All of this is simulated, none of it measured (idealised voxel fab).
process module | voxel released beams
cross-section cut | 200 nm wide | cells 5 nm
A cross-section is a grid of square cells, given in bands from the top down. A band is one or more rows of cells.
Each band's line starts with the height of the band's top and of its bottom, in nm. Then come its materials from left to right, each with its width in nm. One material with "throughout" fills the band from edge to edge. "air" is empty space.
Height 0 is the level under which the wafer as received is all one material. The lowest band goes on downwards, as in "0 down".
A width such as "30 to 40" changes by the same amount from each row of cells to the next, from the band's top row to its bottom row.
"no change" after a step means that no cell of the cross-section changed.
closed voids: empty space of 8 cells or more with no open way to the top, each as width x height at its distance from the left edge, in nm
after a step's settings: what the simulator itself notes on the step
overlay nm, on a step with a mask: how far to the right of its planned place the mask lay; to the left if negative
plan
1 op RECEIVE | material Si
2 op CONFORMAL_DEP | material Al2O3 | thk nm 10
3 op DIRECTIONAL_DEP | material SiO2 | thk nm 20
4 op MASKED_ETCH | tone open | mask id ANCHOR | width nm 25 | etch materials SiO2 | depth nm 10 | overlay nm 0
5 op CONFORMAL_DEP | material polySi | thk nm 10
6 op MASKED_ETCH | tone cover | mask id BEAM | width nm 75 | etch materials polySi | depth nm 10 | overlay nm 0
7 op STRIP | etch materials SiO2
varied across the wafers: depth nm of step 4. The plan shows the first wafer's value. All wafers start alike
first wafer as received, after step 1
  0 down: Si throughout
  closed voids: none
first wafer at the end, after step 7
  10 to 0: Al2O3 throughout
  0 down: Si throughout
  closed voids: none
last wafer at the end
  40 to 30: air 60 | polySi 15 | air 5 | polySi 55 | air 65
  30 to 20: air 65 | polySi 10 | air 5 | polySi 10 | air 110
  20 to 10: air 65 | polySi 25 | air 110
  10 to 0: Al2O3 throughout
  0 down: Si throughout
  closed voids: none
each wafer at the end: cells of each material gained (+) or lost (-) since it was received, then its closed voids
depth nm 10 | +80 Al2O3 | closed voids: none
depth nm 15 | +80 Al2O3 | closed voids: none
depth nm 20 | +80 Al2O3 | +46 polySi | closed voids: none
depth nm 25 | +80 Al2O3 | +46 polySi | closed voids: none
depth nm 30 | +80 Al2O3 | +46 polySi | closed voids: none
depth nm 35 | +80 Al2O3 | +46 polySi | closed voids: none
